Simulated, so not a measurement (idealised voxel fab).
process module | voxel spacer lines
cross-section cut | 280 nm wide | cells 5 nm
A cross-section is a grid of square cells, given in bands from the top down. A band is one or more rows of cells.
Each band's line starts with the height of the band's top and of its bottom, in nm. Then come its materials from left to right, each with its width in nm. One material with "throughout" fills the band from edge to edge. "air" is empty space.
Height 0 is the level under which the wafer as received is all one material. The lowest band goes on downwards, as in "0 down".
A width such as "30 to 40" changes by the same amount from each row of cells to the next, from the band's top row to its bottom row.
"no change" after a step means that no cell of the cross-section changed.
closed voids: empty space of 8 cells or more with no open way to the top, each as width x height at its distance from the left edge, in nm
after a step's settings: what the simulator itself notes on the step
overlay nm, on a step with a mask: how far to the right of its planned place the mask lay; to the left if negative
plan
1 op RECEIVE | material Si
2 op CONFORMAL_DEP | material SiO2 | thk nm 5
3 op DIRECTIONAL_DEP | material TiN | thk nm 10
4 op DIRECTIONAL_DEP | material polySi | thk nm 25
5 op PATTERN | tone cover | mask id MANDREL | material resist | width nm 15 | pitch nm 50 | thk nm 30 | overlay nm -15
6 op DIRECTIONAL_ETCH | etch materials polySi | depth nm 25
7 op STRIP | etch materials resist
8 op CONFORMAL_DEP | material SiN | thk nm 10
9 op DIRECTIONAL_ETCH | etch materials SiN | depth nm 10
10 op STRIP | etch materials polySi
11 op DIRECTIONAL_ETCH | etch materials TiN | depth nm 10
12 op STRIP | etch materials SiN
varied across the wafers: overlay nm of step 5. The plan shows the first wafer's value. All wafers start alike
first wafer as received, after step 1
  0 down: Si throughout
  closed voids: none
first wafer at the end, after step 12
  15 to 5: air 55 | TiN 10 | air 15 | TiN 10 | air 15 | TiN 10 | air 15 | TiN 10 | air 15 | TiN 10 | air 15 | TiN 10 | air 90
  5 to 0: SiO2 throughout
  0 down: Si throughout
  closed voids: none
last wafer at the end
  15 to 5: air 85 | TiN 10 | air 15 | TiN 10 | air 15 | TiN 10 | air 15 | TiN 10 | air 15 | TiN 10 | air 15 | TiN 10 | air 60
  5 to 0: SiO2 throughout
  0 down: Si throughout
  closed voids: none
each wafer at the end: cells of each material gained (+) or lost (-) since it was received, then its closed voids
overlay nm -15 | +56 SiO2 | +24 TiN | closed voids: none
overlay nm -10 | +56 SiO2 | +24 TiN | closed voids: none
overlay nm -5 | +56 SiO2 | +24 TiN | closed voids: none
overlay nm 0 | +56 SiO2 | +24 TiN | closed voids: none
overlay nm 5 | +56 SiO2 | +24 TiN | closed voids: none
overlay nm 10 | +56 SiO2 | +24 TiN | closed voids: none
overlay nm 15 | +56 SiO2 | +24 TiN | closed voids: none
